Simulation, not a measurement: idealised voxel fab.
process module | voxel capacitor over wiring
cross-section cut | 140 nm wide | cells 5 nm
A cross-section is a grid of square cells, given in bands from the top down. A band is one or more rows of cells.
Each band's line starts with the height of the band's top and of its bottom, in nm. Then come its materials from left to right, each with its width in nm. One material with "throughout" fills the band from edge to edge. "air" is empty space.
Height 0 is the level under which the wafer as received is all one material. The lowest band goes on downwards, as in "0 down".
A width such as "30 to 40" changes by the same amount from each row of cells to the next, from the band's top row to its bottom row.
"no change" after a step means that no cell of the cross-section changed.
closed voids: empty space of 8 cells or more with no open way to the top, each as width x height at its distance from the left edge, in nm
after a step's settings: what the simulator itself notes on the step
overlay nm, on a step with a mask: how far to the right of its planned place the mask lay; to the left if negative
plan
1 op RECEIVE | material Si
2 op CONFORMAL_DEP | material SiO2 | thk nm 10
3 op CONFORMAL_DEP | material SiN | thk nm 5
4 op DIRECTIONAL_DEP | material SiO2 | thk nm 15
5 op DIRECTIONAL_DEP | material aC | thk nm 10
6 op PATTERN | tone open | mask id METAL_1 | material resist | width nm 25 | pitch nm 80 | thk nm 25 | overlay nm 0
7 op DIRECTIONAL_ETCH | etch materials aC | depth nm 10
8 op STRIP | etch materials resist
9 op DIRECTIONAL_ETCH | etch materials SiO2 | depth nm 15
10 op DIRECTIONAL_ETCH | etch materials SiN | depth nm 5
11 op STRIP | etch materials aC
12 op CONFORMAL_DEP | material TiN | thk nm 5
13 op FILL_DEP | material W | thk nm 10
14 op CMP | height nm 30
15 op EPI | material Ru | thk nm 5
16 op FILL_DEP | material SiCN | thk nm 5
17 op DIRECTIONAL_DEP | material SiO2 | thk nm 20
18 op DIRECTIONAL_DEP | material aC | thk nm 15
19 op PATTERN | tone open | mask id PLUG_1 | material resist | width nm 15 | thk nm 30 | overlay nm 0
20 op DIRECTIONAL_ETCH | etch materials aC | depth nm 15
21 op STRIP | etch materials resist
22 op DIRECTIONAL_ETCH | etch materials SiO2 | depth nm 20
23 op DIRECTIONAL_ETCH | etch materials SiCN | depth nm 5
24 op STRIP | etch materials aC
25 op EPI | material Ru | thk nm 10
26 op EPI | material Ru | thk nm 10
27 op EPI | material Ru | thk nm 5
28 op DIRECTIONAL_DEP | material TiN | thk nm 10
29 op DIRECTIONAL_DEP | material SiN | thk nm 5
30 op DIRECTIONAL_DEP | material TiN | thk nm 10
31 op DIRECTIONAL_DEP | material aC | thk nm 15
32 op PATTERN | tone cover | mask id UPPER_PLATE | material resist | width nm 60 | thk nm 35 | overlay nm 0
33 op DIRECTIONAL_ETCH | etch materials aC | depth nm 15
34 op STRIP | etch materials resist
35 op DIRECTIONAL_ETCH | etch materials TiN | depth nm 10
36 op DIRECTIONAL_ETCH | etch materials SiN | depth nm 5
37 op STRIP | etch materials aC
38 op DIRECTIONAL_DEP | material aC | thk nm 15
39 op PATTERN | tone cover | mask id LOWER_PLATE | material resist | width nm 70 | thk nm 30 | overlay nm 0
40 op DIRECTIONAL_ETCH | etch materials aC | depth nm 15
41 op STRIP | etch materials resist
42 op DIRECTIONAL_ETCH | etch materials TiN | depth nm 10
43 op STRIP | etch materials aC
44 op FILL_DEP | material SiO2 | thk nm 15
45 op CMP | height nm 95
46 op DIRECTIONAL_DEP | material aC | thk nm 15
47 op PATTERN | tone open | mask id PLUG_2 | material resist | width nm 15 | thk nm 35 | overlay nm 0
48 op DIRECTIONAL_ETCH | etch materials aC | depth nm 15
49 op STRIP | etch materials resist
50 op DIRECTIONAL_ETCH | etch materials SiO2 | depth nm 10
51 op STRIP | etch materials aC
52 op CONFORMAL_DEP | material TiN | thk nm 5
53 op FILL_DEP | material Cu | thk nm 5
54 op CMP | height nm 95
55 op CONFORMAL_DEP | material SiCN | thk nm 5
as received, after step 1
  0 down: Si throughout
  closed voids: none
first wafer at the end, as planned
  100 to 95: SiCN throughout
  95 to 90: SiO2 35 | TiN 5 | Cu 5 | TiN 5 | SiO2 90
  90 to 85: SiO2 35 | TiN 15 | SiO2 90
  85 to 75: SiO2 25 | TiN 60 | SiO2 55
  75 to 70: SiO2 25 | SiN 60 | SiO2 55
  70 to 60: SiO2 20 | TiN 70 | SiO2 50
  60 to 40: SiO2 25 | Ru 15 | SiO2 100
  40 to 35: SiCN 25 | Ru 15 | SiCN 100
  35 to 30: SiCN 10 | Ru 35 | SiCN 45 | Ru 35 | SiCN 15
  30 to 15: SiO2 15 | TiN 5 | W 15 | TiN 5 | SiO2 55 | TiN 5 | W 15 | TiN 5 | SiO2 20
  15 to 10: SiN 15 | TiN 25 | SiN 55 | TiN 25 | SiN 20
  10 to 0: SiO2 throughout
  0 down: Si throughout
  closed voids: none
second wafer at the end: like start, like plan, one mistake
  100 to 95: SiCN throughout
  95 to 90: SiO2 35 | TiN 5 | Cu 5 | TiN 5 | SiO2 90
  90 to 85: SiO2 35 | TiN 15 | SiO2 90
  85 to 75: SiO2 40 | TiN 45 | SiO2 55
  75 to 70: SiO2 25 | TiN 15 | SiN 45 | SiO2 55
  70 to 65: SiO2 20 | TiN 70 | SiO2 50
  65 to 60: SiO2 20 | TiN 5 | SiN 15 | TiN 50 | SiO2 50
  60 to 50: SiO2 25 | TiN 15 | SiO2 100
  50 to 40: SiO2 25 | Ru 15 | SiO2 100
  40 to 35: SiCN 25 | Ru 15 | SiCN 100
  35 to 30: SiCN 10 | Ru 35 | SiCN 45 | Ru 35 | SiCN 15
  30 to 15: SiO2 15 | TiN 5 | W 15 | TiN 5 | SiO2 55 | TiN 5 | W 15 | TiN 5 | SiO2 20
  15 to 10: SiN 15 | TiN 25 | SiN 55 | TiN 25 | SiN 20
  10 to 0: SiO2 throughout
  0 down: Si throughout
  closed voids: none
what went wrong: one of the steps 25 and 26, which are alike, was left out
at the end the second wafer has, in cells: 6 fewer of Ru | 6 more of SiO2
